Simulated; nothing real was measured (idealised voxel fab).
Name of the process module below: voxel self aligned vias
Xsec cut, 140 nm wide, square cell size 5 nm.
Throughout this document, each cross-section is represented as a grid of square cells and is presented as a sequence of bands enumerated from the top downward, where a band comprises one or more rows of cells.
Band: top and bottom heights (nm) first, top before bottom; then materials from left to right, widths in nm. "all across" marks a sole material filling the band edge to edge. "empty" denotes empty space.
The level at which height equals 0 is the one under which the wafer, as it arrives, is entirely one material. No lower edge exists for the bottom band, which continues downward and is notated as in "0 nm and below".
The notation "30 to 40" denotes a width that varies across the rows of cells in the band, beginning at the first number in the top row, finishing at the second number in the bottom row, and changing by an identical amount from each row to the next.
You'll sometimes find "all unchanged" written for a step, and that's the way of saying that nowhere in the cross-section did a cell change during that step.
Basically, "Sealed void list" tells you about the enclosed voids: empty spaces with no open way to the top, 8 cells or bigger, each written width x height at distance, where distance is from the left edge, all in nm.
Heads up: the bit after the settings on a step's line is the simulator's remark on that step.
overlay nm, on a step with a mask: how far to the right of its planned place the mask lay; to the left if negative
[Planned step list for the process]
step 1: RECEIVE (material Si)
step 2: CONFORMAL_DEP (material SiO2; thk nm 15)
step 3: CONFORMAL_DEP (material SiCN; thk nm 5)
step 4: DIRECTIONAL_DEP (material SiO2; thk nm 30)
step 5: DIRECTIONAL_DEP (material aC; thk nm 10)
step 6: PATTERN (tone open; mask id LINES; material resist; width nm 25; pitch nm 60; thk nm 30; overlay nm 0)
step 7: DIRECTIONAL_ETCH (etch materials aC; depth nm 10)
step 8: STRIP (etch materials resist)
step 9: DIRECTIONAL_ETCH (etch materials SiO2; depth nm 30)
step 10: STRIP (etch materials aC)
step 11: CONFORMAL_DEP (material TiN; thk nm 5)
step 12: FILL_DEP (material W; thk nm 10)
step 13: CMP (height nm 50)
step 14: SELECTIVE_ETCH (etch materials W Ru TiN; depth nm 5)
step 15: FILL_DEP (material SiN; thk nm 10)
step 16: CMP (height nm 50)
step 17: DIRECTIONAL_DEP (material SiO2; thk nm 20)
step 18: DIRECTIONAL_DEP (material aC; thk nm 15)
step 19: PATTERN (tone open; mask id VIAS; material resist; width nm 35; thk nm 35; overlay nm 0)
step 20: DIRECTIONAL_ETCH (etch materials aC; depth nm 15)
step 21: STRIP (etch materials resist)
step 22: DIRECTIONAL_ETCH (etch materials SiO2; depth nm 20)
step 23: DIRECTIONAL_ETCH (etch materials SiN; depth nm 5)
step 24: STRIP (etch materials aC)
step 25: CONFORMAL_DEP (material TiN; thk nm 5)
step 26: FILL_DEP (material Ru; thk nm 10)
step 27: CMP (height nm 70)
step 28: CONFORMAL_DEP (material SiN; thk nm 5)
[Cross-section of the wafer at receipt, which is the condition after step 1]
- 0 nm and below | Si all across
- Sealed void list: none
[Here's the wafer cut in cross-section after the module, started and planned just like above, except one thing was done wrong in the run]
- 75 nm to 70 nm | SiN all across
- 70 nm to 50 nm | 20 nm SiO2 | 5 nm TiN | 25 nm Ru | 5 nm TiN | 85 nm SiO2
- 50 nm to 45 nm | 20 nm SiN | 35 nm TiN | 85 nm SiN
- 45 nm to 40 nm | W all across
- 40 nm to 35 nm | 30 nm TiN | 15 nm W | 45 nm TiN | 15 nm W | 35 nm TiN
- 35 nm to 10 nm | 25 nm SiO2 | 5 nm TiN | 15 nm W | 5 nm TiN | 35 nm SiO2 | 5 nm TiN | 15 nm W | 5 nm TiN | 30 nm SiO2
- 10 nm to 5 nm | 25 nm SiO2 | 25 nm TiN | 35 nm SiO2 | 25 nm TiN | 30 nm SiO2
- 5 nm to 0 nm | SiCN all across
- 0 nm and below | Si all across
- Sealed void list: none
what went wrong: step 2 was dropped from the plan's execution and never run
